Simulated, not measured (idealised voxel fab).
process module | voxel transistor to metal
cross-section cut | 185 nm wide | cells 5 nm
A cross-section is a grid of square cells, given in bands from the top down. A band is one or more rows of cells.
Each band's line starts with the height of the band's top and of its bottom, in nm. Then come its materials from left to right, each with its width in nm. One material with "throughout" fills the band from edge to edge. "air" is empty space.
Height 0 is the level under which the wafer as received is all one material. The lowest band goes on downwards, as in "0 down".
A width such as "30 to 40" changes by the same amount from each row of cells to the next, from the band's top row to its bottom row.
"no change" after a step means that no cell of the cross-section changed.
closed voids: empty space of 8 cells or more with no open way to the top, each as width x height at its distance from the left edge, in nm
after a step's settings: what the simulator itself notes on the step
overlay nm, on a step with a mask: how far to the right of its planned place the mask lay; to the left if negative
Each pair below shows a cross-section before one step and the cross-section after it, down to the lowest band that changed. The line under each pair gives the step between them, with its settings. The pairs can come from different runs of this module on the same starting wafer, so a pair continues from the pair above only where its "before" says so.
before
  0 down: Si throughout
  closed voids: none
after
  5 to 0: SiO2 throughout
  below 0: unchanged
  closed voids: none
the step between: op CONFORMAL_DEP | material SiO2 | thk nm 5
before: the cross-section after the pair above
after
  20 to 5: SiN throughout
  below 5: unchanged
  closed voids: none
the step between: op CONFORMAL_DEP | material SiN | thk nm 15
before: the cross-section after the pair above
after
  35 to 20: aC throughout
  below 20: unchanged
  closed voids: none
the step between: op DIRECTIONAL_DEP | material aC | thk nm 15
before: the cross-section after the pair above
after
  65 to 35: air 45 | resist 95 | air 45
  below 35: unchanged
  closed voids: none
the step between: op PATTERN | tone cover | mask id ACTIVE | material resist | width nm 95 | thk nm 30 | overlay nm 0
before: the cross-section after the pair above
after
  50 to 35: air 45 | resist 95 | air 45
  35 to 20: air 45 | aC 95 | air 45
  below 20: unchanged
  closed voids: none
the step between: op DIRECTIONAL_ETCH | etch materials aC | depth nm 15
before: the cross-section after the pair above
after
  35 to 20: air 45 | aC 95 | air 45
  below 20: unchanged
  closed voids: none
the step between: op STRIP | etch materials resist
before: the cross-section after the pair above
after
  35 to 20: air 45 | aC 95 | air 45
  20 to 5: air 45 | SiN 95 | air 45
  below 5: unchanged
  closed voids: none
the step between: op DIRECTIONAL_ETCH | etch materials SiN | depth nm 15
before: the cross-section after the pair above
after
  35 to 20: air 45 | aC 95 | air 45
  20 to 5: air 45 | SiN 95 | air 45
  5 to 0: air 45 | SiO2 95 | air 45
  below 0: unchanged
  closed voids: none
the step between: op DIRECTIONAL_ETCH | etch materials SiO2 | depth nm 5
before: the cross-section after the pair above
after
  35 to 20: air 45 | aC 95 | air 45
  20 to 5: air 45 | SiN 95 | air 45
  5 to 0: air 45 | SiO2 95 | air 45
  0 to -35: air 45 | Si 95 | air 45
  below -35: unchanged
  closed voids: none
the step between: op DIRECTIONAL_ETCH | etch materials Si | depth nm 35
before: the cross-section after the pair above
after
  20 to 5: air 45 | SiN 95 | air 45
  below 5: unchanged
  closed voids: none
the step between: op STRIP | etch materials aC
before: the cross-section after the pair above
after
  20 to 5: air 45 | SiN 95 | air 45
  5 to 0: air 45 | SiO2 95 | air 45
  0 to -35: air 45 | SiO2 5 | Si 85 | SiO2 5 | air 45
  -35 to -40: SiO2 50 | Si 85 | SiO2 50
  below -40: unchanged
  closed voids: none
the step between: op OXIDIZE | depth nm 5
before: the cross-section after the pair above
after
  30 to 20: SiO2 throughout
  20 to 5: SiO2 45 | SiN 95 | SiO2 45
  5 to 0: SiO2 throughout
  0 to -40: SiO2 50 | Si 85 | SiO2 50
  below -40: unchanged
  closed voids: none
the step between: op FILL_DEP | material SiO2 | thk nm 10
before: the cross-section after the pair above
after
  20 to 5: SiO2 45 | SiN 95 | SiO2 45
  below 5: unchanged
  closed voids: none
the step between: op CMP | height nm 20
before: the cross-section after the pair above
after
  20 to 5: air 45 | SiN 95 | air 45
  below 5: unchanged
  closed voids: none
the step between: op SELECTIVE_ETCH | etch materials SiO2 | depth nm 15
before: the cross-section after the pair above
after
  5 to 0: SiO2 throughout
  below 0: unchanged
  closed voids: none
the step between: op STRIP | etch materials SiN
before: the cross-section after the pair above
after
  0 to -40: SiO2 50 | Si 85 | SiO2 50
  below -40: unchanged
  closed voids: none
the step between: op SELECTIVE_ETCH | etch materials SiO2 | depth nm 5
before: the cross-section after the pair above
after
  0 to -5: SiO2 throughout
  below -5: unchanged
  closed voids: none
the step between: op OXIDIZE | depth nm 5
before: the cross-section after the pair above
after
  20 to 0: polySi throughout
  below 0: unchanged
  closed voids: none
the step between: op DIRECTIONAL_DEP | material polySi | thk nm 20
before: the cross-section after the pair above
after
  30 to 20: SiCN throughout
  below 20: unchanged
  closed voids: none
the step between: op DIRECTIONAL_DEP | material SiCN | thk nm 10
before: the cross-section after the pair above
after
  30 to 20: air 80 | SiCN 25 | air 80
  below 20: unchanged
  closed voids: none
the step between: op MASKED_ETCH | tone cover | mask id GATE | width nm 25 | etch materials SiCN | depth nm 20 | overlay nm 0
before: the cross-section after the pair above
after
  30 to 20: air 80 | SiCN 25 | air 80
  20 to 0: air 80 | polySi 25 | air 80
  below 0: unchanged
  closed voids: none
the step between: op MASKED_ETCH | tone cover | mask id GATE | width nm 25 | etch materials polySi | depth nm 30 | overlay nm 0
before: the cross-section after the pair above
after
  35 to 30: air 75 | SiN 35 | air 75
  30 to 20: air 75 | SiN 5 | SiCN 25 | SiN 5 | air 75
  20 to 5: air 75 | SiN 5 | polySi 25 | SiN 5 | air 75
  5 to 0: SiN 80 | polySi 25 | SiN 80
  below 0: unchanged
  closed voids: none
the step between: op CONFORMAL_DEP | material SiN | thk nm 5
before: the cross-section after the pair above
after
  30 to 20: air 75 | SiN 5 | SiCN 25 | SiN 5 | air 75
  20 to 0: air 75 | SiN 5 | polySi 25 | SiN 5 | air 75
  below 0: unchanged
  closed voids: none
the step between: op DIRECTIONAL_ETCH | etch materials SiN | depth nm 5
before: the cross-section after the pair above
after
  30 to 20: air 75 | SiN 5 | SiCN 25 | SiN 5 | air 75
  20 to 0: air 75 | SiN 5 | polySi 25 | SiN 5 | air 75
  0 to -5: air 75 | SiO2 35 | air 75
  below -5: unchanged
  closed voids: none
the step between: op DIRECTIONAL_ETCH | etch materials SiO2 | depth nm 5
before: the cross-section after the pair above
after
  30 to 20: air 75 | SiN 5 | SiCN 25 | SiN 5 | air 75
  20 to 0: air 75 | SiN 5 | polySi 25 | SiN 5 | air 75
  0 to -5: air 75 | SiO2 35 | air 75
  -5 to -15: SiO2 50 | air 25 | Si 35 | air 25 | SiO2 50
  below -15: unchanged
  closed voids: none
the step between: op DIRECTIONAL_ETCH | etch materials Si | depth nm 10
before: the cross-section after the pair above
after
  30 to 20: air 75 | SiN 5 | SiCN 25 | SiN 5 | air 75
  20 to 5: air 75 | SiN 5 | polySi 25 | SiN 5 | air 75
  5 to 0: air 65 | SiGe 10 | SiN 5 | polySi 25 | SiN 5 | SiGe 10 | air 65
  0 to -5: air 65 | SiGe 10 | SiO2 35 | SiGe 10 | air 65
  -5 to -15: SiO2 50 | SiGe 25 | Si 35 | SiGe 25 | SiO2 50
  below -15: unchanged
  closed voids: none
the step between: op EPI | material SiGe | thk nm 10
before: the cross-section after the pair above
after
  40 to 30: SiO2 throughout
  30 to 20: SiO2 75 | SiN 5 | SiCN 25 | SiN 5 | SiO2 75
  20 to 5: SiO2 75 | SiN 5 | polySi 25 | SiN 5 | SiO2 75
  5 to 0: SiO2 65 | SiGe 10 | SiN 5 | polySi 25 | SiN 5 | SiGe 10 | SiO2 65
  0 to -5: SiO2 65 | SiGe 10 | SiO2 35 | SiGe 10 | SiO2 65
  below -5: unchanged
  closed voids: none
the step between: op FILL_DEP | material SiO2 | thk nm 10
before: the cross-section after the pair above
after
  20 to 5: SiO2 75 | SiN 5 | polySi 25 | SiN 5 | SiO2 75
  below 5: unchanged
  closed voids: none
the step between: op CMP | height nm 20
before: the cross-section after the pair above
after
  20 to 5: SiO2 75 | SiN 5 | air 25 | SiN 5 | SiO2 75
  5 to 0: SiO2 65 | SiGe 10 | SiN 5 | air 25 | SiN 5 | SiGe 10 | SiO2 65
  below 0: unchanged
  closed voids: none
the step between: op STRIP | etch materials polySi
before: the cross-section after the pair above
after
  20 to 15: air 75 | SiN 5 | air 25 | SiN 5 | air 75
  15 to 5: SiO2 75 | SiN 5 | air 25 | SiN 5 | SiO2 75
  5 to 0: SiO2 65 | SiGe 10 | SiN 5 | air 25 | SiN 5 | SiGe 10 | SiO2 65
  0 to -5: SiO2 65 | SiGe 10 | air 35 | SiGe 10 | SiO2 65
  below -5: unchanged
  closed voids: none
the step between: op SELECTIVE_ETCH | etch materials SiO2 | depth nm 5
before: the cross-section after the pair above
after
  25 to 20: air 70 | HfO2 15 | air 15 | HfO2 15 | air 70
  20 to 15: HfO2 75 | SiN 5 | HfO2 5 | air 15 | HfO2 5 | SiN 5 | HfO2 75
  15 to 5: SiO2 75 | SiN 5 | HfO2 5 | air 15 | HfO2 5 | SiN 5 | SiO2 75
  5 to 0: SiO2 65 | SiGe 10 | SiN 5 | HfO2 5 | air 15 | HfO2 5 | SiN 5 | SiGe 10 | SiO2 65
  0 to -5: SiO2 65 | SiGe 10 | HfO2 35 | SiGe 10 | SiO2 65
  below -5: unchanged
  closed voids: none
the step between: op CONFORMAL_DEP | material HfO2 | thk nm 5
before: the cross-section after the pair above
after
  30 to 25: air 65 | TiN 25 | air 5 | TiN 25 | air 65
  25 to 20: TiN 70 | HfO2 15 | TiN 5 | air 5 | TiN 5 | HfO2 15 | TiN 70
  20 to 15: HfO2 75 | SiN 5 | HfO2 5 | TiN 5 | air 5 | TiN 5 | HfO2 5 | SiN 5 | HfO2 75
  15 to 5: SiO2 75 | SiN 5 | HfO2 5 | TiN 5 | air 5 | TiN 5 | HfO2 5 | SiN 5 | SiO2 75
  5 to 0: SiO2 65 | SiGe 10 | SiN 5 | HfO2 5 | TiN 15 | HfO2 5 | SiN 5 | SiGe 10 | SiO2 65
  below 0: unchanged
  closed voids: none
the step between: op CONFORMAL_DEP | material TiN | thk nm 5
before: the cross-section after the pair above
after
  40 to 30: W throughout
  30 to 25: W 65 | TiN 25 | W 5 | TiN 25 | W 65
  25 to 20: TiN 70 | HfO2 15 | TiN 5 | W 5 | TiN 5 | HfO2 15 | TiN 70
  20 to 15: HfO2 75 | SiN 5 | HfO2 5 | TiN 5 | W 5 | TiN 5 | HfO2 5 | SiN 5 | HfO2 75
  15 to 5: SiO2 75 | SiN 5 | HfO2 5 | TiN 5 | W 5 | TiN 5 | HfO2 5 | SiN 5 | SiO2 75
  below 5: unchanged
  closed voids: none
the step between: op FILL_DEP | material W | thk nm 10
before: the cross-section after the pair above
after
  15 to 5: SiO2 75 | SiN 5 | HfO2 5 | TiN 5 | W 5 | TiN 5 | HfO2 5 | SiN 5 | SiO2 75
  below 5: unchanged
  closed voids: none
the step between: op CMP | height nm 15
before: the cross-section after the pair above
after
  30 to 15: SiO2 throughout
  below 15: unchanged
  closed voids: none
the step between: op DIRECTIONAL_DEP | material SiO2 | thk nm 15
before: the cross-section after the pair above
after
  45 to 30: aC throughout
  below 30: unchanged
  closed voids: none
the step between: op DIRECTIONAL_DEP | material aC | thk nm 15
before: the cross-section after the pair above
after
  80 to 45: resist 50 | air 15 | resist 55 | air 15 | resist 50
  below 45: unchanged
  closed voids: none
the step between: op PATTERN | tone open | mask id CONTACT | material resist | width nm 15 | pitch nm 70 | thk nm 35 | overlay nm 0
before: the cross-section after the pair above
after
  65 to 45: resist 50 | air 15 | resist 55 | air 15 | resist 50
  45 to 30: aC 50 | air 15 | aC 55 | air 15 | aC 50
  below 30: unchanged
  closed voids: none
the step between: op DIRECTIONAL_ETCH | etch materials aC | depth nm 15
before: the cross-section after the pair above
after
  45 to 30: aC 50 | air 15 | aC 55 | air 15 | aC 50
  below 30: unchanged
  closed voids: none
the step between: op STRIP | etch materials resist
before: the cross-section after the pair above
after
  45 to 30: aC 50 | air 15 | aC 55 | air 15 | aC 50
  30 to 15: SiO2 50 | air 15 | SiO2 55 | air 15 | SiO2 50
  15 to 5: SiO2 50 | air 15 | SiO2 10 | SiN 5 | HfO2 5 | TiN 5 | W 5 | TiN 5 | HfO2 5 | SiN 5 | SiO2 10 | air 15 | SiO2 50
  5 to 0: SiO2 50 | air 15 | SiGe 10 | SiN 5 | HfO2 5 | TiN 15 | HfO2 5 | SiN 5 | SiGe 10 | air 15 | SiO2 50
  0 to -5: SiO2 50 | air 15 | SiGe 10 | HfO2 35 | SiGe 10 | air 15 | SiO2 50
  below -5: unchanged
  closed voids: none
the step between: op DIRECTIONAL_ETCH | etch materials SiO2 | depth nm 35
before: the cross-section after the pair above
after
  30 to 15: SiO2 50 | air 15 | SiO2 55 | air 15 | SiO2 50
  below 15: unchanged
  closed voids: none
the step between: op STRIP | etch materials aC
before: the cross-section after the pair above
after
  35 to 30: TiN 55 | air 5 | TiN 65 | air 5 | TiN 55
  30 to 15: SiO2 50 | TiN 5 | air 5 | TiN 5 | SiO2 55 | TiN 5 | air 5 | TiN 5 | SiO2 50
  15 to 5: SiO2 50 | TiN 5 | air 5 | TiN 5 | SiO2 10 | SiN 5 | HfO2 5 | TiN 5 | W 5 | TiN 5 | HfO2 5 | SiN 5 | SiO2 10 | TiN 5 | air 5 | TiN 5 | SiO2 50
  5 to 0: SiO2 50 | TiN 5 | air 5 | TiN 5 | SiGe 10 | SiN 5 | HfO2 5 | TiN 15 | HfO2 5 | SiN 5 | SiGe 10 | TiN 5 | air 5 | TiN 5 | SiO2 50
  0 to -5: SiO2 50 | TiN 15 | SiGe 10 | HfO2 35 | SiGe 10 | TiN 15 | SiO2 50
  below -5: unchanged
  closed voids: none
the step between: op CONFORMAL_DEP | material TiN | thk nm 5
before: the cross-section after the pair above
after
  45 to 35: W throughout
  35 to 30: TiN 55 | W 5 | TiN 65 | W 5 | TiN 55
  30 to 15: SiO2 50 | TiN 5 | W 5 | TiN 5 | SiO2 55 | TiN 5 | W 5 | TiN 5 | SiO2 50
  15 to 5: SiO2 50 | TiN 5 | W 5 | TiN 5 | SiO2 10 | SiN 5 | HfO2 5 | TiN 5 | W 5 | TiN 5 | HfO2 5 | SiN 5 | SiO2 10 | TiN 5 | W 5 | TiN 5 | SiO2 50
  5 to 0: SiO2 50 | TiN 5 | W 5 | TiN 5 | SiGe 10 | SiN 5 | HfO2 5 | TiN 15 | HfO2 5 | SiN 5 | SiGe 10 | TiN 5 | W 5 | TiN 5 | SiO2 50
  below 0: unchanged
  closed voids: none
the step between: op FILL_DEP | material W | thk nm 10
before: the cross-section after the pair above
after
  30 to 15: SiO2 50 | TiN 5 | W 5 | TiN 5 | SiO2 55 | TiN 5 | W 5 | TiN 5 | SiO2 50
  below 15: unchanged
  closed voids: none
the step between: op CMP | height nm 30
before: the cross-section after the pair above
after
  35 to 30: TiN throughout
  below 30: unchanged
  closed voids: none
the step between: op DIRECTIONAL_DEP | material TiN | thk nm 5
before: the cross-section after the pair above
after
  60 to 35: W throughout
  below 35: unchanged
  closed voids: none
the step between: op DIRECTIONAL_DEP | material W | thk nm 25
before: the cross-section after the pair above
after
  60 to 35: air 50 | W 15 | air 55 | W 15 | air 50
  below 35: unchanged
  closed voids: none
the step between: op MASKED_ETCH | tone cover | mask id METAL_1 | width nm 15 | pitch nm 70 | etch materials W | depth nm 25 | overlay nm 0
before: the cross-section after the pair above
after
  60 to 35: air 50 | W 15 | air 55 | W 15 | air 50
  35 to 30: air 50 | TiN 15 | air 55 | TiN 15 | air 50
  below 30: unchanged
  closed voids: none
the step between: op MASKED_ETCH | tone cover | mask id METAL_1 | width nm 15 | pitch nm 70 | etch materials TiN | depth nm 5 | overlay nm 0
before: the cross-section after the pair above
after
  65 to 60: air 45 | SiN 25 | air 45 | SiN 25 | air 45
  60 to 35: air 45 | SiN 5 | W 15 | SiN 5 | air 45 | SiN 5 | W 15 | SiN 5 | air 45
  35 to 30: SiN 50 | TiN 15 | SiN 55 | TiN 15 | SiN 50
  below 30: unchanged
  closed voids: none
the step between: op CONFORMAL_DEP | material SiN | thk nm 5
before: the cross-section after the pair above
after
  75 to 65: SiO2 throughout
  65 to 60: SiO2 45 | SiN 25 | SiO2 45 | SiN 25 | SiO2 45
  60 to 35: SiO2 45 | SiN 5 | W 15 | SiN 5 | SiO2 45 | SiN 5 | W 15 | SiN 5 | SiO2 45
  below 35: unchanged
  closed voids: none
the step between: op FILL_DEP | material SiO2 | thk nm 10
before: the cross-section after the pair above
after
  60 to 35: SiO2 45 | SiN 5 | W 15 | SiN 5 | SiO2 45 | SiN 5 | W 15 | SiN 5 | SiO2 45
  below 35: unchanged
  closed voids: none
the step between: op CMP | height nm 60
before: the cross-section after the pair above
after
  65 to 60: SiCN throughout
  below 60: unchanged
  closed voids: none
the step between: op CONFORMAL_DEP | material SiCN | thk nm 5
before
  20 to 15: air 75 | SiN 5 | air 25 | SiN 5 | air 75
  15 to 5: SiO2 75 | SiN 5 | air 25 | SiN 5 | SiO2 75
  5 to 0: SiO2 65 | SiGe 10 | SiN 5 | air 25 | SiN 5 | SiGe 10 | SiO2 65
  0 to -5: SiO2 65 | SiGe 10 | air 35 | SiGe 10 | SiO2 65
  -5 to -15: SiO2 50 | SiGe 25 | Si 35 | SiGe 25 | SiO2 50
  -15 to -40: SiO2 50 | Si 85 | SiO2 50
  -40 down: Si throughout
  closed voids: none
after
  25 to 20: air 70 | TiN 15 | air 15 | TiN 15 | air 70
  20 to 15: TiN 75 | SiN 5 | TiN 5 | air 15 | TiN 5 | SiN 5 | TiN 75
  15 to 5: SiO2 75 | SiN 5 | TiN 5 | air 15 | TiN 5 | SiN 5 | SiO2 75
  5 to 0: SiO2 65 | SiGe 10 | SiN 5 | TiN 5 | air 15 | TiN 5 | SiN 5 | SiGe 10 | SiO2 65
  0 to -5: SiO2 65 | SiGe 10 | TiN 35 | SiGe 10 | SiO2 65
  below -5: unchanged
  closed voids: none
the step between: op CONFORMAL_DEP | material TiN | thk nm 5
before: the cross-section after the pair above
after
  35 to 25: W throughout
  25 to 20: W 70 | TiN 15 | W 15 | TiN 15 | W 70
  20 to 15: TiN 75 | SiN 5 | TiN 5 | W 15 | TiN 5 | SiN 5 | TiN 75
  15 to 5: SiO2 75 | SiN 5 | TiN 5 | W 15 | TiN 5 | SiN 5 | SiO2 75
  5 to 0: SiO2 65 | SiGe 10 | SiN 5 | TiN 5 | W 15 | TiN 5 | SiN 5 | SiGe 10 | SiO2 65
  below 0: unchanged
  closed voids: none
the step between: op FILL_DEP | material W | thk nm 10
before: the cross-section after the pair above
after
  15 to 5: SiO2 75 | SiN 5 | TiN 5 | W 15 | TiN 5 | SiN 5 | SiO2 75
  below 5: unchanged
  closed voids: none
the step between: op CMP | height nm 15
before: the cross-section after the pair above
after
  30 to 15: SiO2 throughout
  below 15: unchanged
  closed voids: none
the step between: op DIRECTIONAL_DEP | material SiO2 | thk nm 15
before: the cross-section after the pair above
after
  45 to 30: aC throughout
  below 30: unchanged
  closed voids: none
the step between: op DIRECTIONAL_DEP | material aC | thk nm 15
before: the cross-section after the pair above
after
  80 to 45: resist 50 | air 15 | resist 55 | air 15 | resist 50
  below 45: unchanged
  closed voids: none
the step between: op PATTERN | tone open | mask id CONTACT | material resist | width nm 15 | pitch nm 70 | thk nm 35 | overlay nm 0
before: the cross-section after the pair above
after
  65 to 45: resist 50 | air 15 | resist 55 | air 15 | resist 50
  45 to 30: aC 50 | air 15 | aC 55 | air 15 | aC 50
  below 30: unchanged
  closed voids: none
the step between: op DIRECTIONAL_ETCH | etch materials aC | depth nm 15
before: the cross-section after the pair above
after
  45 to 30: aC 50 | air 15 | aC 55 | air 15 | aC 50
  below 30: unchanged
  closed voids: none
the step between: op STRIP | etch materials resist
before: the cross-section after the pair above
after
  45 to 30: aC 50 | air 15 | aC 55 | air 15 | aC 50
  30 to 15: SiO2 50 | air 15 | SiO2 55 | air 15 | SiO2 50
  15 to 5: SiO2 50 | air 15 | SiO2 10 | SiN 5 | TiN 5 | W 15 | TiN 5 | SiN 5 | SiO2 10 | air 15 | SiO2 50
  5 to 0: SiO2 50 | air 15 | SiGe 10 | SiN 5 | TiN 5 | W 15 | TiN 5 | SiN 5 | SiGe 10 | air 15 | SiO2 50
  0 to -5: SiO2 50 | air 15 | SiGe 10 | TiN 35 | SiGe 10 | air 15 | SiO2 50
  below -5: unchanged
  closed voids: none
the step between: op DIRECTIONAL_ETCH | etch materials SiO2 | depth nm 35
before: the cross-section after the pair above
after
  30 to 15: SiO2 50 | air 15 | SiO2 55 | air 15 | SiO2 50
  below 15: unchanged
  closed voids: none
the step between: op STRIP | etch materials aC
before: the cross-section after the pair above
after
  35 to 30: TiN 55 | air 5 | TiN 65 | air 5 | TiN 55
  30 to 15: SiO2 50 | TiN 5 | air 5 | TiN 5 | SiO2 55 | TiN 5 | air 5 | TiN 5 | SiO2 50
  15 to 5: SiO2 50 | TiN 5 | air 5 | TiN 5 | SiO2 10 | SiN 5 | TiN 5 | W 15 | TiN 5 | SiN 5 | SiO2 10 | TiN 5 | air 5 | TiN 5 | SiO2 50
  5 to 0: SiO2 50 | TiN 5 | air 5 | TiN 5 | SiGe 10 | SiN 5 | TiN 5 | W 15 | TiN 5 | SiN 5 | SiGe 10 | TiN 5 | air 5 | TiN 5 | SiO2 50
  0 to -5: SiO2 50 | TiN 15 | SiGe 10 | TiN 35 | SiGe 10 | TiN 15 | SiO2 50
  below -5: unchanged
  closed voids: none
the step between: op CONFORMAL_DEP | material TiN | thk nm 5
before: the cross-section after the pair above
after
  45 to 35: W throughout
  35 to 30: TiN 55 | W 5 | TiN 65 | W 5 | TiN 55
  30 to 15: SiO2 50 | TiN 5 | W 5 | TiN 5 | SiO2 55 | TiN 5 | W 5 | TiN 5 | SiO2 50
  15 to 5: SiO2 50 | TiN 5 | W 5 | TiN 5 | SiO2 10 | SiN 5 | TiN 5 | W 15 | TiN 5 | SiN 5 | SiO2 10 | TiN 5 | W 5 | TiN 5 | SiO2 50
  5 to 0: SiO2 50 | TiN 5 | W 5 | TiN 5 | SiGe 10 | SiN 5 | TiN 5 | W 15 | TiN 5 | SiN 5 | SiGe 10 | TiN 5 | W 5 | TiN 5 | SiO2 50
  below 0: unchanged
  closed voids: none
the step between: op FILL_DEP | material W | thk nm 10
before: the cross-section after the pair above
after
  30 to 15: SiO2 50 | TiN 5 | W 5 | TiN 5 | SiO2 55 | TiN 5 | W 5 | TiN 5 | SiO2 50
  below 15: unchanged
  closed voids: none
the step between: op CMP | height nm 30
before: the cross-section after the pair above
after
  35 to 30: TiN throughout
  below 30: unchanged
  closed voids: none
the step between: op DIRECTIONAL_DEP | material TiN | thk nm 5
before: the cross-section after the pair above
after
  60 to 35: W throughout
  below 35: unchanged
  closed voids: none
the step between: op DIRECTIONAL_DEP | material W | thk nm 25
before: the cross-section after the pair above
after
  60 to 35: air 50 | W 15 | air 55 | W 15 | air 50
  below 35: unchanged
  closed voids: none
the step between: op MASKED_ETCH | tone cover | mask id METAL_1 | width nm 15 | pitch nm 70 | etch materials W | depth nm 25 | overlay nm 0
before: the cross-section after the pair above
after
  60 to 35: air 50 | W 15 | air 55 | W 15 | air 50
  35 to 30: air 50 | TiN 15 | air 55 | TiN 15 | air 50
  below 30: unchanged
  closed voids: none
the step between: op MASKED_ETCH | tone cover | mask id METAL_1 | width nm 15 | pitch nm 70 | etch materials TiN | depth nm 5 | overlay nm 0
before: the cross-section after the pair above
after
  65 to 60: air 45 | SiN 25 | air 45 | SiN 25 | air 45
  60 to 35: air 45 | SiN 5 | W 15 | SiN 5 | air 45 | SiN 5 | W 15 | SiN 5 | air 45
  35 to 30: SiN 50 | TiN 15 | SiN 55 | TiN 15 | SiN 50
  below 30: unchanged
  closed voids: none
the step between: op CONFORMAL_DEP | material SiN | thk nm 5
before: the cross-section after the pair above
after
  75 to 65: SiO2 throughout
  65 to 60: SiO2 45 | SiN 25 | SiO2 45 | SiN 25 | SiO2 45
  60 to 35: SiO2 45 | SiN 5 | W 15 | SiN 5 | SiO2 45 | SiN 5 | W 15 | SiN 5 | SiO2 45
  below 35: unchanged
  closed voids: none
the step between: op FILL_DEP | material SiO2 | thk nm 10
before: the cross-section after the pair above
after
  60 to 35: SiO2 45 | SiN 5 | W 15 | SiN 5 | SiO2 45 | SiN 5 | W 15 | SiN 5 | SiO2 45
  below 35: unchanged
  closed voids: none
the step between: op CMP | height nm 60
before: the cross-section after the pair above
after
  65 to 60: SiCN throughout
  below 60: unchanged
  closed voids: none
the step between: op CONFORMAL_DEP | material SiCN | thk nm 5
before
  30 to 15: SiO2 throughout
  15 to 5: SiO2 75 | SiN 5 | HfO2 5 | TiN 5 | W 5 | TiN 5 | HfO2 5 | SiN 5 | SiO2 75
  5 to 0: SiO2 65 | SiGe 10 | SiN 5 | HfO2 5 | TiN 15 | HfO2 5 | SiN 5 | SiGe 10 | SiO2 65
  0 to -5: SiO2 65 | SiGe 10 | HfO2 35 | SiGe 10 | SiO2 65
  -5 to -15: SiO2 50 | SiGe 25 | Si 35 | SiGe 25 | SiO2 50
  -15 to -40: SiO2 50 | Si 85 | SiO2 50
  -40 down: Si throughout
  closed voids: none
after
  45 to 15: SiO2 throughout
  below 15: unchanged
  closed voids: none
the step between: op DIRECTIONAL_DEP | material SiO2 | thk nm 15
before: the cross-section after the pair above
after
  60 to 45: aC throughout
  below 45: unchanged
  closed voids: none
the step between: op DIRECTIONAL_DEP | material aC | thk nm 15
before: the cross-section after the pair above
after
  95 to 60: resist 50 | air 15 | resist 55 | air 15 | resist 50
  below 60: unchanged
  closed voids: none
the step between: op PATTERN | tone open | mask id CONTACT | material resist | width nm 15 | pitch nm 70 | thk nm 35 | overlay nm 0
before: the cross-section after the pair above
after
  80 to 60: resist 50 | air 15 | resist 55 | air 15 | resist 50
  60 to 45: aC 50 | air 15 | aC 55 | air 15 | aC 50
  below 45: unchanged
  closed voids: none
the step between: op DIRECTIONAL_ETCH | etch materials aC | depth nm 15
before: the cross-section after the pair above
after
  60 to 45: aC 50 | air 15 | aC 55 | air 15 | aC 50
  below 45: unchanged
  closed voids: none
the step between: op STRIP | etch materials resist
before: the cross-section after the pair above
after
  60 to 45: aC 50 | air 15 | aC 55 | air 15 | aC 50
  45 to 15: SiO2 50 | air 15 | SiO2 55 | air 15 | SiO2 50
  15 to 10: SiO2 50 | air 15 | SiO2 10 | SiN 5 | HfO2 5 | TiN 5 | W 5 | TiN 5 | HfO2 5 | SiN 5 | SiO2 10 | air 15 | SiO2 50
  below 10: unchanged
  closed voids: none
the step between: op DIRECTIONAL_ETCH | etch materials SiO2 | depth nm 35
before: the cross-section after the pair above
after
  45 to 15: SiO2 50 | air 15 | SiO2 55 | air 15 | SiO2 50
  below 15: unchanged
  closed voids: none
the step between: op STRIP | etch materials aC
before: the cross-section after the pair above
after
  50 to 45: TiN 55 | air 5 | TiN 65 | air 5 | TiN 55
  45 to 15: SiO2 50 | TiN 5 | air 5 | TiN 5 | SiO2 55 | TiN 5 | air 5 | TiN 5 | SiO2 50
  15 to 10: SiO2 50 | TiN 15 | SiO2 10 | SiN 5 | HfO2 5 | TiN 5 | W 5 | TiN 5 | HfO2 5 | SiN 5 | SiO2 10 | TiN 15 | SiO2 50
  below 10: unchanged
  closed voids: none
the step between: op CONFORMAL_DEP | material TiN | thk nm 5
before: the cross-section after the pair above
after
  60 to 50: W throughout
  50 to 45: TiN 55 | W 5 | TiN 65 | W 5 | TiN 55
  45 to 15: SiO2 50 | TiN 5 | W 5 | TiN 5 | SiO2 55 | TiN 5 | W 5 | TiN 5 | SiO2 50
  below 15: unchanged
  closed voids: none
the step between: op FILL_DEP | material W | thk nm 10
before: the cross-section after the pair above
after
  30 to 15: SiO2 50 | TiN 5 | W 5 | TiN 5 | SiO2 55 | TiN 5 | W 5 | TiN 5 | SiO2 50
  below 15: unchanged
  closed voids: none
the step between: op CMP | height nm 30
before: the cross-section after the pair above
after
  35 to 30: TiN throughout
  below 30: unchanged
  closed voids: none
the step between: op DIRECTIONAL_DEP | material TiN | thk nm 5
before: the cross-section after the pair above
after
  60 to 35: W throughout
  below 35: unchanged
  closed voids: none
the step between: op DIRECTIONAL_DEP | material W | thk nm 25
before: the cross-section after the pair above
after
  60 to 35: air 50 | W 15 | air 55 | W 15 | air 50
  below 35: unchanged
  closed voids: none
the step between: op MASKED_ETCH | tone cover | mask id METAL_1 | width nm 15 | pitch nm 70 | etch materials W | depth nm 25 | overlay nm 0
before: the cross-section after the pair above
after
  60 to 35: air 50 | W 15 | air 55 | W 15 | air 50
  35 to 30: air 50 | TiN 15 | air 55 | TiN 15 | air 50
  below 30: unchanged
  closed voids: none
the step between: op MASKED_ETCH | tone cover | mask id METAL_1 | width nm 15 | pitch nm 70 | etch materials TiN | depth nm 5 | overlay nm 0
before: the cross-section after the pair above
after
  65 to 60: air 45 | SiN 25 | air 45 | SiN 25 | air 45
  60 to 35: air 45 | SiN 5 | W 15 | SiN 5 | air 45 | SiN 5 | W 15 | SiN 5 | air 45
  35 to 30: SiN 50 | TiN 15 | SiN 55 | TiN 15 | SiN 50
  below 30: unchanged
  closed voids: none
the step between: op CONFORMAL_DEP | material SiN | thk nm 5
before: the cross-section after the pair above
after
  75 to 65: SiO2 throughout
  65 to 60: SiO2 45 | SiN 25 | SiO2 45 | SiN 25 | SiO2 45
  60 to 35: SiO2 45 | SiN 5 | W 15 | SiN 5 | SiO2 45 | SiN 5 | W 15 | SiN 5 | SiO2 45
  below 35: unchanged
  closed voids: none
the step between: op FILL_DEP | material SiO2 | thk nm 10
before: the cross-section after the pair above
after
  60 to 35: SiO2 45 | SiN 5 | W 15 | SiN 5 | SiO2 45 | SiN 5 | W 15 | SiN 5 | SiO2 45
  below 35: unchanged
  closed voids: none
the step between: op CMP | height nm 60
before: the cross-section after the pair above
after
  65 to 60: SiCN throughout
  below 60: unchanged
  closed voids: none
the step between: op CONFORMAL_DEP | material SiCN | thk nm 5
before
  20 to 5: SiO2 45 | SiN 95 | SiO2 45
  5 to 0: SiO2 throughout
  0 to -40: SiO2 50 | Si 85 | SiO2 50
  -40 down: Si throughout
  closed voids: none
after
  20 to 5: SiO2 45 | air 95 | SiO2 45
  below 5: unchanged
  closed voids: none
the step between: op STRIP | etch materials SiN
